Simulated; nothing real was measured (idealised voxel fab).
process module | voxel wiring stack
cross-section cut | 175 nm wide | cells 5 nm
A cross-section is a grid of square cells, given in bands from the top down. A band is one or more rows of cells.
Each band's line starts with the height of the band's top and of its bottom, in nm. Then come its materials from left to right, each with its width in nm. One material with "throughout" fills the band from edge to edge. "air" is empty space.
Height 0 is the level under which the wafer as received is all one material. The lowest band goes on downwards, as in "0 down".
A width such as "30 to 40" changes by the same amount from each row of cells to the next, from the band's top row to its bottom row.
"no change" after a step means that no cell of the cross-section changed.
closed voids: empty space of 8 cells or more with no open way to the top, each as width x height at its distance from the left edge, in nm
after a step's settings: what the simulator itself notes on the step
overlay nm, on a step with a mask: how far to the right of its planned place the mask lay; to the left if negative
plan
1 op RECEIVE | material Si
2 op CONFORMAL_DEP | material SiO2 | thk nm 15
3 op DIRECTIONAL_DEP | material TiN | thk nm 5
4 op DIRECTIONAL_DEP | material Ru | thk nm 20
5 op PATTERN | tone cover | mask id METAL_1 | material resist | width nm 25 | pitch nm 50 | thk nm 20 | overlay nm 0
6 op DIRECTIONAL_ETCH | etch materials Ru | depth nm 20
7 op DIRECTIONAL_ETCH | etch materials TiN | depth nm 5
8 op STRIP | etch materials resist
9 op CONFORMAL_DEP | material SiN | thk nm 5
10 op FILL_DEP | material lowk | thk nm 10
11 op CMP | height nm 40
12 op CONFORMAL_DEP | material SiCN | thk nm 5
13 op DIRECTIONAL_DEP | material lowk | thk nm 30
14 op PATTERN | tone open | mask id METAL_2 | material resist | width nm 25 | pitch nm 50 | thk nm 15 | overlay nm 0
15 op DIRECTIONAL_ETCH | etch materials lowk | depth nm 15
16 op STRIP | etch materials resist
17 op DIRECTIONAL_DEP | material aC | thk nm 15
18 op PATTERN | tone open | mask id METAL_2_HOLES | material resist | width nm 15 | pitch nm 50 | thk nm 35 | overlay nm 0
19 op DIRECTIONAL_ETCH | etch materials aC | depth nm 15
20 op STRIP | etch materials resist
21 op DIRECTIONAL_ETCH | etch materials lowk | depth nm 15
22 op DIRECTIONAL_ETCH | etch materials SiCN | depth nm 5
23 op STRIP | etch materials aC
24 op CONFORMAL_DEP | material TiN | thk nm 5
25 op FILL_DEP | material Cu | thk nm 5
26 op CMP | height nm 75
27 op CONFORMAL_DEP | material SiCN | thk nm 5
as received, after step 1
  0 down: Si throughout
  closed voids: none
first wafer at the end, as planned
  80 to 75: SiCN throughout
  75 to 65: lowk 25 | TiN 5 | Cu 15 | TiN 5 | lowk 25 | TiN 5 | Cu 15 | TiN 5 | lowk 25 | TiN 5 | Cu 15 | TiN 5 | lowk 25
  65 to 60: lowk 25 | TiN 5 | Cu 5 | TiN 15 | lowk 25 | TiN 5 | Cu 5 | TiN 15 | lowk 25 | TiN 5 | Cu 5 | TiN 15 | lowk 25
  60 to 45: lowk 25 | TiN 5 | Cu 5 | TiN 5 | lowk 35 | TiN 5 | Cu 5 | TiN 5 | lowk 35 | TiN 5 | Cu 5 | TiN 5 | lowk 35
  45 to 40: SiCN 25 | TiN 15 | SiCN 35 | TiN 15 | SiCN 35 | TiN 15 | SiCN 35
  40 to 20: lowk 20 | SiN 5 | Ru 25 | SiN 5 | lowk 15 | SiN 5 | Ru 25 | SiN 5 | lowk 15 | SiN 5 | Ru 25 | SiN 5 | lowk 20
  20 to 15: SiN 25 | TiN 25 | SiN 25 | TiN 25 | SiN 25 | TiN 25 | SiN 25
  15 to 0: SiO2 throughout
  0 down: Si throughout
  closed voids: none
second wafer at the end: like start, like plan, one mistake
  80 to 75: SiCN throughout
  75 to 70: Cu throughout
  70 to 65: TiN 30 | Cu 15 | TiN 35 | Cu 15 | TiN 35 | Cu 15 | TiN 30
  65 to 55: lowk 25 | TiN 5 | Cu 15 | TiN 5 | lowk 25 | TiN 5 | Cu 15 | TiN 5 | lowk 25 | TiN 5 | Cu 15 | TiN 5 | lowk 25
  55 to 45: lowk 25 | TiN 5 | Cu 5 | TiN 15 to 5 | lowk 25 to 35 | TiN 5 | Cu 5 | TiN 15 to 5 | lowk 25 to 35 | TiN 5 | Cu 5 | TiN 15 to 5 | lowk 25 to 35
  45 to 40: SiCN 25 | TiN 15 | SiCN 35 | TiN 15 | SiCN 35 | TiN 15 | SiCN 35
  40 to 20: lowk 20 | SiN 5 | Ru 25 | SiN 5 | lowk 15 | SiN 5 | Ru 25 | SiN 5 | lowk 15 | SiN 5 | Ru 25 | SiN 5 | lowk 20
  20 to 15: SiN 25 | TiN 25 | SiN 25 | TiN 25 | SiN 25 | TiN 25 | SiN 25
  15 to 0: SiO2 throughout
  0 down: Si throughout
  closed voids: none
what went wrong: step 13 ran as: op DIRECTIONAL_DEP | material lowk | thk nm 20
at the end the second wafer has, in cells: 38 more of Cu | 14 more of TiN | 52 fewer of lowk
